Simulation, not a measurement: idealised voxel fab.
You're looking at the process module voxel lift off.
Displayed cross-section: cut, width of 245 nm, square cells sized 5 nm.
Just so we're on the same page, the cross-sections are grids of square cells, and they're listed out in bands top to bottom, each band one or more rows deep.
First you get the band's top height and its bottom height, in nm, and then the materials it's made of, left to right, with each width in nm. If you see a single material with "throughout", that one covers the band edge to edge. "blank" is empty space.
Height is counted from the level 0, under which the received wafer is composed throughout of one material. The lowest of the bands is not closed at the bottom but continues downward, in the notation "z 0 and below".
Read "30 to 40" as a graded width: first number on top, second number at the bottom, same change between each pair of neighbouring rows.
It should be understood that the words "nothing got changed", when stated for a given step, signify that the cross-section underwent no change in any of its cells during that step.
For the entry "Closed void register", the listed items are empty spaces with no open way to the top whose size is 8 cells or more; each item follows the pattern width x height at distance, where distance is from the left edge and all three are in nm.
Read whatever lies past the settings on a step's line as the simulator's own remark about the step.
A step line may carry the setting "overlay nm", which, for steps involving a mask, states the distance by which the mask lay to the right of its intended position; negative values denote displacement to the left.

List of planned process steps
1: op RECEIVE | material Si
2: op CONFORMAL_DEP | material SiO2 | thk nm 5
3: op PATTERN | tone open | mask id LINES | material resist | width nm 30 | pitch nm 55 | thk nm 20 | overlay nm 0
4: op DIRECTIONAL_DEP | material Ru | thk nm 10
5: op STRIP | etch materials resist
6: op CONFORMAL_DEP | material SiO2 | thk nm 5
Wafer-to-wafer difference: thk nm, step 2. Common start. Plan = first wafer's value.

Cross-section of the first of several wafers on receipt, reflecting completion of step 1
	z 0 and below = Si throughout
	Closed void register: none

First wafer at the end, after step 6
	z 20 to 15 = blank 75 nm | SiO2 40 nm | blank 15 nm | SiO2 40 nm | blank 75 nm
	z 15 to 10 = blank 75 nm | SiO2 5 nm | Ru 30 nm | SiO2 5 nm | blank 15 nm | SiO2 5 nm | Ru 30 nm | SiO2 5 nm | blank 75 nm
	z 10 to 5 = SiO2 80 nm | Ru 30 nm | SiO2 25 nm | Ru 30 nm | SiO2 80 nm
	z 5 to 0 = SiO2 throughout
	z 0 and below = Si throughout
	Closed void register: none

Last wafer at the end
	z 35 to 30 = blank 75 nm | SiO2 40 nm | blank 15 nm | SiO2 40 nm | blank 75 nm
	z 30 to 25 = blank 75 nm | SiO2 5 nm | Ru 30 nm | SiO2 5 nm | blank 15 nm | SiO2 5 nm | Ru 30 nm | SiO2 5 nm | blank 75 nm
	z 25 to 20 = SiO2 80 nm | Ru 30 nm | SiO2 25 nm | Ru 30 nm | SiO2 80 nm
	z 20 to 0 = SiO2 throughout
	z 0 and below = Si throughout
	Closed void register: none

Row per wafer, end-of-module: cell gain (+)/loss (-) by material since the wafer came in, then closed voids
thk nm 5; +24 Ru; +106 SiO2; Closed void register: none
thk nm 10; +24 Ru; +155 SiO2; Closed void register: none
thk nm 15; +24 Ru; +204 SiO2; Closed void register: none
thk nm 20; +24 Ru; +253 SiO2; Closed void register: none
